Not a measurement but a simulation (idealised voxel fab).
Process module name: voxel plated lines
This is section cut - it's 290 nm across, gridded in 5 nm square cells.
Just so we're on the same page, the cross-sections are grids of square cells, and they're listed out in bands top to bottom, each band one or more rows deep. Within each band entry, the heights of the top and of the bottom of the band appear first, in that order and in nm; the materials of the band then follow from left to right, each with its corresponding width in nm. The designation "full width" on a single material indicates that it fills the band from edge to edge; the designation "blank" indicates empty space. Heights are expressed relative to 0, this being the level below which the as-received wafer comprises one material exclusively. The lowest band is unbounded in the downward direction and is denoted as in "0 nm and below". Think of "30..40" as a width that walks from the first number to the second as you go down the band, top row to bottom row, taking equal-sized steps from row to row. "remains unaltered" after a step means that no cell of the cross-section changed. "Closed void roster" lists enclosed empty spaces (at least 8 cells, no open path upward to the top), each as width x height at distance from the left edge, in nm. Whatever follows a step's settings on its line is a remark the simulator itself makes about that step. overlay nm: where the mask lay relative to plan, measured to the right, on steps with a mask; negatives go left.
## Intended process steps
1: RECEIVE | material Si
2: CONFORMAL_DEP | material Al2O3 | thk nm 10
3: DIRECTIONAL_DEP | material TiN | thk nm 5
4: PATTERN | tone open | mask id LINES | material resist | width nm 20 | pitch nm 35 | thk nm 35 | overlay nm -15
5: EPI | material Ru | thk nm 5
6: EPI | material Ru | thk nm 5
7: EPI | material Ru | thk nm 10
8: STRIP | etch materials resist
9: DIRECTIONAL_ETCH | etch materials TiN | depth nm 5
10: CONFORMAL_DEP | material SiCN | thk nm 5
Every wafer here starts from the same state; it is the step 4 overlay nm that distinguishes them, and the value the plan gives belongs to the first wafer.
## Cross-section of the first of several wafers as received (after step 1)
	0 nm and below  Si full width
	Closed void roster: none
## first wafer at the end, after step 10
	40 nm to 35 nm  blank 60 nm  SiCN 30 nm  blank 5 nm  SiCN 30 nm  blank 5 nm  SiCN 30 nm  blank 5 nm  SiCN 30 nm  blank 95 nm
	35 nm to 15 nm  blank 60 nm  SiCN 5 nm  Ru 20 nm  SiCN 5 nm  blank 5 nm  SiCN 5 nm  Ru 20 nm  SiCN 5 nm  blank 5 nm  SiCN 5 nm  Ru 20 nm  SiCN 5 nm  blank 5 nm  SiCN 5 nm  Ru 20 nm  SiCN 5 nm  blank 95 nm
	15 nm to 10 nm  SiCN 65 nm  TiN 20 nm  SiCN 15 nm  TiN 20 nm  SiCN 15 nm  TiN 20 nm  SiCN 15 nm  TiN 20 nm  SiCN 100 nm
	10 nm to 0 nm  Al2O3 full width
	0 nm and below  Si full width
	Closed void roster: none
## Cross-sectional view, end of module, last wafer of several
	40 nm to 35 nm  blank 90 nm  SiCN 30 nm  blank 5 nm  SiCN 30 nm  blank 5 nm  SiCN 30 nm  blank 5 nm  SiCN 30 nm  blank 65 nm
	35 nm to 15 nm  blank 90 nm  SiCN 5 nm  Ru 20 nm  SiCN 5 nm  blank 5 nm  SiCN 5 nm  Ru 20 nm  SiCN 5 nm  blank 5 nm  SiCN 5 nm  Ru 20 nm  SiCN 5 nm  blank 5 nm  SiCN 5 nm  Ru 20 nm  SiCN 5 nm  blank 65 nm
	15 nm to 10 nm  SiCN 95 nm  TiN 20 nm  SiCN 15 nm  TiN 20 nm  SiCN 15 nm  TiN 20 nm  SiCN 15 nm  TiN 20 nm  SiCN 70 nm
	10 nm to 0 nm  Al2O3 full width
	0 nm and below  Si full width
	Closed void roster: none
## Below: a row per wafer. Contents at end of module: for every material, cells gained since receipt (+) or lost since receipt (-); then closed voids
overlay nm -15; +116 Al2O3; +64 Ru; +98 SiCN; +16 TiN; Closed void roster: none
overlay nm -10; +116 Al2O3; +64 Ru; +98 SiCN; +16 TiN; Closed void roster: none
overlay nm -5; +116 Al2O3; +64 Ru; +98 SiCN; +16 TiN; Closed void roster: none
overlay nm 0; +116 Al2O3; +64 Ru; +98 SiCN; +16 TiN; Closed void roster: none
overlay nm 5; +116 Al2O3; +64 Ru; +98 SiCN; +16 TiN; Closed void roster: none
overlay nm 10; +116 Al2O3; +64 Ru; +98 SiCN; +16 TiN; Closed void roster: none
overlay nm 15; +116 Al2O3; +64 Ru; +98 SiCN; +16 TiN; Closed void roster: none
